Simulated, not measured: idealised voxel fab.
Process module under the name voxel air gaps
Cross-section cut spans 150 nm and uses square cells 5 nm in size.
Throughout this document, each cross-section is represented as a grid of square cells and is presented as a sequence of bands enumerated from the top downward, where a band comprises one or more rows of cells. The band entry comprises the height of the band's top followed by the height of its bottom, expressed in nm, and subsequently the band's materials from left to right, each stated together with its width in nm. Where a single material is marked with the word "edge to edge", that material fills the band from edge to edge. The word "air" represents empty space. Note: height 0 marks the level under which the wafer is uniformly one material as received. Lowest band unbounded below, written "0 down". Think of "30->40" as a width that walks from the first number to the second as you go down the band, top row to bottom row, taking equal-sized steps from row to row. Step note "no alterations made" = no cross-section cell changed. Any empty space of 8 cells or more lacking an open way to the top shows up in "Closed void list" as width x height at distance, distance from the left edge, in nm. Past the settings on a step's line: simulator remark, on that step. What "overlay nm" on a step's line means: if the step has a mask, that mask lay this far to the right of its planned place, or, when the value is negative, to the left.

Process steps - plan:
1: RECEIVE: material Si
2: CONFORMAL_DEP: material SiO2, thk nm 15
3: CONFORMAL_DEP: material SiN, thk nm 5
4: DIRECTIONAL_DEP: material SiO2, thk nm 35
5: MASKED_ETCH: tone open, mask id LINES, width nm 20, pitch nm 45, etch materials SiO2, depth nm 35, overlay nm 0
6: CONFORMAL_DEP: material TiN, thk nm 5
7: FILL_DEP: material Ru, thk nm 5
8: CMP: height nm 55
9: EPI: material Ru, thk nm 10
10: SELECTIVE_ETCH: etch materials SiO2, depth nm 45
11: CONFORMAL_DEP: material SiN, thk nm 5

Cross-section, incoming material, after step 1:
> 0 down | Si edge to edge
> Closed void list: none

The cross-section shown corresponds to the wafer at the conclusion of the module. The initial structure and the process plan are those presented above; however, one mistake occurred in executing the plan:
> 60 to 50 | SiN edge to edge
> 50 to 0 | SiO2 edge to edge
> 0 down | Si edge to edge
> Closed void list: none
Which mistake was made when the wafer was run? so 3 and 4 got swapped relative to the plan, each ran where the other was supposed to
